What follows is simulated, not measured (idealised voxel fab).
process module | voxel released beams
cross-section cut | 230 nm wide | cells 5 nm
A cross-section is a grid of square cells, given in bands from the top down. A band is one or more rows of cells.
Each band's line starts with the height of the band's top and of its bottom, in nm. Then come its materials from left to right, each with its width in nm. One material with "throughout" fills the band from edge to edge. "air" is empty space.
Height 0 is the level under which the wafer as received is all one material. The lowest band goes on downwards, as in "0 down".
A width such as "30 to 40" changes by the same amount from each row of cells to the next, from the band's top row to its bottom row.
"no change" after a step means that no cell of the cross-section changed.
closed voids: empty space of 8 cells or more with no open way to the top, each as width x height at its distance from the left edge, in nm
after a step's settings: what the simulator itself notes on the step
overlay nm, on a step with a mask: how far to the right of its planned place the mask lay; to the left if negative
plan
1 op RECEIVE | material Si
2 op CONFORMAL_DEP | material SiN | thk nm 5
3 op DIRECTIONAL_DEP | material SiO2 | thk nm 10
4 op DIRECTIONAL_DEP | material aC | thk nm 10
5 op PATTERN | tone open | mask id ANCHOR | material resist | width nm 35 | thk nm 30 | overlay nm 0
6 op DIRECTIONAL_ETCH | etch materials aC | depth nm 10
7 op STRIP | etch materials resist
8 op DIRECTIONAL_ETCH | etch materials SiO2 | depth nm 10
9 op STRIP | etch materials aC
10 op CONFORMAL_DEP | material TiN | thk nm 15
11 op PATTERN | tone cover | mask id BEAM | material resist | width nm 120 | thk nm 15 | overlay nm 0
12 op DIRECTIONAL_ETCH | etch materials TiN | depth nm 15
13 op STRIP | etch materials resist
14 op STRIP | etch materials SiO2
varied across the wafers: width nm of step 5. The plan shows the first wafer's value. All wafers start alike
first wafer as received, after step 1
  0 down: Si throughout
  closed voids: none
each wafer at the end: cells of each material gained (+) or lost (-) since it was received, then its closed voids
width nm 35 | +46 SiN | +84 TiN | closed voids: none
width nm 40 | +46 SiN | +84 TiN | closed voids: none
width nm 45 | +46 SiN | +84 TiN | closed voids: none
width nm 50 | +46 SiN | +84 TiN | closed voids: none
width nm 55 | +46 SiN | +84 TiN | closed voids: none
width nm 60 | +46 SiN | +84 TiN | closed voids: none
